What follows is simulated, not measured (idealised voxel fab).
Process module under the name voxel ribs on slabs
Pictured: cross-section cut, 160 nm wide, on a grid of 5 nm square cells.
Notation: cross-section as square-cell grid; stated in bands, top first, going down; one or more cell rows per band. A band entry consists of two parts. The first gives the height of the band's top and the height of its bottom, in nm. The rest lists the band's materials from left to right, each with its width in nm. A single material labelled with the word "all across" fills the band from edge to edge, and the word "empty" marks empty space. Height datum 0, below which the as-received substrate wafer is one material. Lowest band open at the bottom, running downward: "from 0 down". Width: "30->40" (first number = top row, second number = bottom row, same change from row to row of cells). "identical to before" -> step changed no cross-section cell. Entry "Cavities, closed". Content: empty spaces with no open connection to the top, size 8 cells or greater. Each: width x height at distance. Distance: from left edge. Unit: nm. Post-settings text on a step line: simulator's own remark regarding the step. What "overlay nm" on a step's line means: if the step has a mask, that mask lay this far to the right of its planned place, or, when the value is negative, to the left.
**Planned step list for the process**
1: RECEIVE [material Si]
2: DIRECTIONAL_DEP [material SiO2] [thk nm 20]
3: DIRECTIONAL_DEP [material polySi] [thk nm 20]
4: MASKED_ETCH [tone cover] [mask id RIB] [width nm 30] [etch materials polySi] [depth nm 5] [overlay nm 0]
5: PATTERN [tone cover] [mask id SLAB] [material resist] [width nm 80] [thk nm 20] [overlay nm 0]
6: DIRECTIONAL_ETCH [etch materials polySi] [depth nm 15]
7: STRIP [etch materials resist]
8: FILL_DEP [material SiO2] [thk nm 20]
9: CMP [height nm 55]
10: DIRECTIONAL_DEP [material W] [thk nm 10]
11: MASKED_ETCH [tone cover] [mask id HEATER] [width nm 40] [etch materials W] [depth nm 10] [overlay nm 0]
12: CONFORMAL_DEP [material SiN] [thk nm 5]
**The first of two wafers, run as planned**
**Cross-section of the wafer as it came to us, i.e., already through step 1**
	from 0 down: Si all across
	Cavities, closed: none
**Upon completion of step 2, the wafer appears in cross-section as shown**
	from 20 to 0: SiO2 all across
	Nothing below the height 0 has changed.
**Upon completion of step 3, the wafer appears in cross-section as shown**
	from 40 to 20: polySi all across
	Nothing below the height 20 has changed.
**Upon completion of step 4, the wafer appears in cross-section as shown**
	from 40 to 35: empty 65 nm; polySi 30 nm; empty 65 nm
	Nothing below the height 35 has changed.
**Upon completion of step 5, the wafer appears in cross-section as shown**
	from 60 to 40: empty 40 nm; resist 80 nm; empty 40 nm
	from 40 to 35: empty 40 nm; resist 25 nm; polySi 30 nm; resist 25 nm; empty 40 nm
	Nothing below the height 35 has changed.
**Upon completion of step 6, the wafer appears in cross-section as shown**
	from 60 to 40: empty 40 nm; resist 80 nm; empty 40 nm
	from 40 to 35: empty 40 nm; resist 25 nm; polySi 30 nm; resist 25 nm; empty 40 nm
	from 35 to 20: empty 40 nm; polySi 80 nm; empty 40 nm
	Nothing below the height 20 has changed.
**Upon completion of step 7, the wafer appears in cross-section as shown**
	from 40 to 35: empty 65 nm; polySi 30 nm; empty 65 nm
	Nothing below the height 35 has changed.
**Upon completion of step 8, the wafer appears in cross-section as shown**
	from 60 to 40: SiO2 all across
	from 40 to 35: SiO2 65 nm; polySi 30 nm; SiO2 65 nm
	from 35 to 20: SiO2 40 nm; polySi 80 nm; SiO2 40 nm
	Nothing below the height 20 has changed.
**Upon completion of step 9, the wafer appears in cross-section as shown**
	from 55 to 40: SiO2 all across
	Nothing below the height 40 has changed.
**Upon completion of step 10, the wafer appears in cross-section as shown**
	from 65 to 55: W all across
	Nothing below the height 55 has changed.
**Upon completion of step 11, the wafer appears in cross-section as shown**
	from 65 to 55: empty 60 nm; W 40 nm; empty 60 nm
	Nothing below the height 55 has changed.
**Upon completion of step 12, the wafer appears in cross-section as shown**
	from 70 to 65: empty 55 nm; SiN 50 nm; empty 55 nm
	from 65 to 60: empty 55 nm; SiN 5 nm; W 40 nm; SiN 5 nm; empty 55 nm
	from 60 to 55: SiN 60 nm; W 40 nm; SiN 60 nm
	Nothing below the height 55 has changed.
**Second of two: same start, same plan, one run error; steps up to and including 4 match the first**
**Second wafer, sectioned view, at step 5's planned end time**
	from 60 to 40: resist 40 nm; empty 80 nm; resist 40 nm
	from 40 to 35: resist 40 nm; empty 25 nm; polySi 30 nm; empty 25 nm; resist 40 nm
	Nothing below the height 35 has changed.
**Second wafer, sectioned view, at step 6's planned end time**
	from 60 to 35: resist 40 nm; empty 80 nm; resist 40 nm
	from 35 to 25: polySi 40 nm; empty 80 nm; polySi 40 nm
	from 25 to 20: polySi 40 nm; empty 25 nm; polySi 30 nm; empty 25 nm; polySi 40 nm
	Nothing below the height 20 has changed.
**Second wafer, sectioned view, at step 7's planned end time**
	from 35 to 25: polySi 40 nm; empty 80 nm; polySi 40 nm
	Nothing below the height 25 has changed.
**Second wafer, sectioned view, at step 8's planned end time**
	from 55 to 35: SiO2 all across
	from 35 to 25: polySi 40 nm; SiO2 80 nm; polySi 40 nm
	from 25 to 20: polySi 40 nm; SiO2 25 nm; polySi 30 nm; SiO2 25 nm; polySi 40 nm
	Nothing below the height 20 has changed.
Second wafer, sectioned view, at step 9's planned end time: identical to before
**Second wafer, sectioned view, at step 10's planned end time**
	from 65 to 55: W all across
	Nothing below the height 55 has changed.
**Second wafer, sectioned view, at step 11's planned end time**
	from 65 to 55: empty 60 nm; W 40 nm; empty 60 nm
	Nothing below the height 55 has changed.
**Second wafer, sectioned view, at step 12's planned end time**
	from 70 to 65: empty 55 nm; SiN 50 nm; empty 55 nm
	from 65 to 60: empty 55 nm; SiN 5 nm; W 40 nm; SiN 5 nm; empty 55 nm
	from 60 to 55: SiN 60 nm; W 40 nm; SiN 60 nm
	Nothing below the height 55 has changed.
Finding, execution versus plan: off-plan run, step 5, actual operation and settings PATTERN [tone open] [mask id SLAB] [material resist] [width nm 80] [thk nm 20] [overlay nm 0]
at the end the second wafer has, in cells: as many of each material as the first, in other places
